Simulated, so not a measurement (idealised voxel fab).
Process module name: voxel ribs on slabs
Cross-sectional view cut (width: 185 nm; square cell size: 5 nm).
Notation: cross-section as square-cell grid; stated in bands, top first, going down; one or more cell rows per band. The entry gives the band's vertical extent as a top height and a bottom height in nm, then its horizontal make-up as materials from left to right, each with a width in nm. "blank" stands for empty space; a single material marked "edge to edge" fills the band edge to edge. Convention: height 0 is the level below which the wafer, as received, is all one material. The lowest band does not terminate at the bottom but continues downward, represented as "0 and below". Width spec "30 to 40" -> top row of cells at first value, bottom row at second value, equal per-row change in between. Key: "remained the same" - step with no changed cell in the cross-section. Voids not open to the top, 8 cells minimum: see "Voids, sealed". Written width x height at distance; distance is from the left edge; nm. Where a step's line continues beyond its settings, the continuation is a remark by the simulator itself on that step. overlay nm: right-of-plan distance of the mask on a masked step; negative values mean left-of-plan.
### The steps planned for the process are as follows
step 1: RECEIVE: material Si
step 2: DIRECTIONAL_DEP: material SiO2, thk nm 25
step 3: DIRECTIONAL_DEP: material polySi, thk nm 15
step 4: PATTERN: tone cover, mask id RIB, material resist, width nm 25, thk nm 15, overlay nm 0
step 5: DIRECTIONAL_ETCH: etch materials polySi, depth nm 10
step 6: STRIP: etch materials resist
step 7: MASKED_ETCH: tone cover, mask id SLAB, width nm 65, etch materials polySi, depth nm 5, overlay nm 0
step 8: FILL_DEP: material SiO2, thk nm 20
step 9: CMP: height nm 40
step 10: DIRECTIONAL_DEP: material TiN, thk nm 10
step 11: MASKED_ETCH: tone cover, mask id HEATER, width nm 35, etch materials TiN, depth nm 10, overlay nm 0
step 12: CONFORMAL_DEP: material SiN, thk nm 5
Be aware that, although all wafers share a common starting state, the height nm at step 9 differs among them, and the plan displays the first wafer's value.
### Received wafers, first of several: cross-section after step 1
> 0 and below = Si edge to edge
> Voids, sealed: none
### Take a look at the first of several wafers in cross-section: the module is done, and step 12 was its last step
> 55 down to 50 = 70 nm blank / 45 nm SiN / 70 nm blank
> 50 down to 45 = 70 nm blank / 5 nm SiN / 35 nm TiN / 5 nm SiN / 70 nm blank
> 45 down to 40 = 75 nm SiN / 35 nm TiN / 75 nm SiN
> 40 down to 30 = 80 nm SiO2 / 25 nm polySi / 80 nm SiO2
> 30 down to 25 = 60 nm SiO2 / 65 nm polySi / 60 nm SiO2
> 25 down to 0 = SiO2 edge to edge
> 0 and below = Si edge to edge
> Voids, sealed: none
### Cross-sectional view, end of module, last wafer of several
> 75 down to 70 = 70 nm blank / 45 nm SiN / 70 nm blank
> 70 down to 65 = 70 nm blank / 5 nm SiN / 35 nm TiN / 5 nm SiN / 70 nm blank
> 65 down to 60 = 75 nm SiN / 35 nm TiN / 75 nm SiN
> 60 down to 40 = SiO2 edge to edge
> 40 down to 30 = 80 nm SiO2 / 25 nm polySi / 80 nm SiO2
> 30 down to 25 = 60 nm SiO2 / 65 nm polySi / 60 nm SiO2
> 25 down to 0 = SiO2 edge to edge
> 0 and below = Si edge to edge
> Voids, sealed: none
### The following table contains a row per wafer, in which are reported, at the conclusion of the module, the cells of each material gained (+) or lost (-) since the wafer's receipt, with its closed voids given thereafter
height nm 40; +41 SiN; +273 SiO2; +14 TiN; +23 polySi; Voids, sealed: none
height nm 45; +41 SiN; +310 SiO2; +14 TiN; +23 polySi; Voids, sealed: none
height nm 50; +41 SiN; +347 SiO2; +14 TiN; +23 polySi; Voids, sealed: none
height nm 55; +41 SiN; +384 SiO2; +14 TiN; +23 polySi; Voids, sealed: none
height nm 60; +41 SiN; +421 SiO2; +14 TiN; +23 polySi; Voids, sealed: none
